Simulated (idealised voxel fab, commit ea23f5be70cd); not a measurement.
This is a process module. Its name is voxel capacitor over wiring.
Square cell edge 5 nm, section width 300 nm, ID cut.
Cross-section spec: square-cell grid; bands listed top down; each band is one or more rows. Basically the band line says how high the top is and how high the bottom is, in nm, and then what's in it from left to right, every material with its width in nm. Empty space shows up as "blank", and if a single material carries "full width" it runs the full band edge to edge. Heads up on the height convention: 0 is the point under which the incoming wafer is all one material, and the lowest band has no bottom, it just keeps going down, like "0..down". Graded width ("30->40"): value in top row of band = first number; value in bottom row = second number; row-to-row change constant. "no alteration" means the step left every cell of the cross-section as it was. In "Voids, fully enclosed" the enclosed voids are listed, meaning empty spaces of 8 cells or larger without any opening to the top. The form is width x height at distance, distance from the left edge, units nm. That trailing text on a step's line, after the settings, is the simulator's own remark on the step. For masked steps, "overlay nm" on the step line gives how far right of plan the mask actually lay; a minus sign means it lay to the left.

Process steps foreseen in the plan
1) op RECEIVE | material Si
2) op CONFORMAL_DEP | material SiO2 | thk nm 15
3) op CONFORMAL_DEP | material SiN | thk nm 5
4) op DIRECTIONAL_DEP | material SiO2 | thk nm 15
5) op PATTERN | tone open | mask id METAL_1 | material resist | width nm 25 | pitch nm 85 | thk nm 20 | overlay nm 0
6) op DIRECTIONAL_ETCH | etch materials SiO2 | depth nm 15
7) op DIRECTIONAL_ETCH | etch materials SiN | depth nm 5
8) op STRIP | etch materials resist
9) op CONFORMAL_DEP | material TiN | thk nm 5
10) op FILL_DEP | material Cu | thk nm 5
11) op CMP | height nm 35
12) op EPI | material Ru | thk nm 5
13) op FILL_DEP | material SiCN | thk nm 5
14) op DIRECTIONAL_DEP | material SiO2 | thk nm 20
15) op PATTERN | tone open | mask id PLUG_1 | material resist | width nm 15 | thk nm 15 | overlay nm 0
16) op DIRECTIONAL_ETCH | etch materials SiO2 | depth nm 20
17) op DIRECTIONAL_ETCH | etch materials SiCN | depth nm 5
18) op STRIP | etch materials resist
19) op CONFORMAL_DEP | material TiN | thk nm 5
20) op FILL_DEP | material W | thk nm 5
21) op CMP | height nm 65
22) op DIRECTIONAL_DEP | material TiN | thk nm 5
23) op DIRECTIONAL_DEP | material SiN | thk nm 5
24) op DIRECTIONAL_DEP | material TiN | thk nm 5
25) op DIRECTIONAL_DEP | material aC | thk nm 15
26) op PATTERN | tone cover | mask id UPPER_PLATE | material resist | width nm 65 | thk nm 35 | overlay nm 0
27) op DIRECTIONAL_ETCH | etch materials aC | depth nm 15
28) op STRIP | etch materials resist
29) op DIRECTIONAL_ETCH | etch materials TiN | depth nm 5
30) op DIRECTIONAL_ETCH | etch materials SiN | depth nm 5
31) op STRIP | etch materials aC
32) op MASKED_ETCH | tone cover | mask id LOWER_PLATE | width nm 75 | etch materials TiN | depth nm 5 | overlay nm 0
33) op FILL_DEP | material SiO2 | thk nm 20
34) op CMP | height nm 95
35) op PATTERN | tone open | mask id PLUG_2 | material resist | width nm 15 | thk nm 20 | overlay nm 0
36) op DIRECTIONAL_ETCH | etch materials SiO2 | depth nm 15
37) op STRIP | etch materials resist
38) op CONFORMAL_DEP | material TiN | thk nm 5
39) op FILL_DEP | material W | thk nm 5
40) op CMP | height nm 95
41) op CONFORMAL_DEP | material SiN | thk nm 5

Wafer as received: cross-section following step 1
* 0..down: Si full width
* Voids, fully enclosed: none

Cross-section at module end, one run error; start and plan unchanged from above
* 100..95: SiN full width
* 95..85: SiO2=115; TiN=5; W=5; TiN=5; SiO2=170
* 85..75: SiO2=115->105; TiN=15->65; SiO2=170->130
* 75..70: SiO2=105; SiN=65; SiO2=130
* 70..65: SiO2=100; TiN=75; SiO2=125
* 65..45: SiO2=105; TiN=5; W=10; TiN=5; SiO2=175
* 45..40: SiCN=105; TiN=20; SiCN=175
* 40..35: SiCN=90; Ru=35; SiCN=50; Ru=35; SiCN=90
* 35..20: SiO2=95; TiN=5; Cu=15; TiN=5; SiO2=60; TiN=5; Cu=15; TiN=5; SiO2=95
* 20..15: SiN=95; TiN=25; SiN=60; TiN=25; SiN=95
* 15..0: SiO2 full width
* 0..down: Si full width
* Voids, fully enclosed: none
It is concluded that the wafer was processed incorrectly with respect to the plan, in that step 15, actual vs plan mismatch, actual run op PATTERN | tone open | mask id PLUG_1 | material resist | width nm 20 | thk nm 15 | overlay nm 0
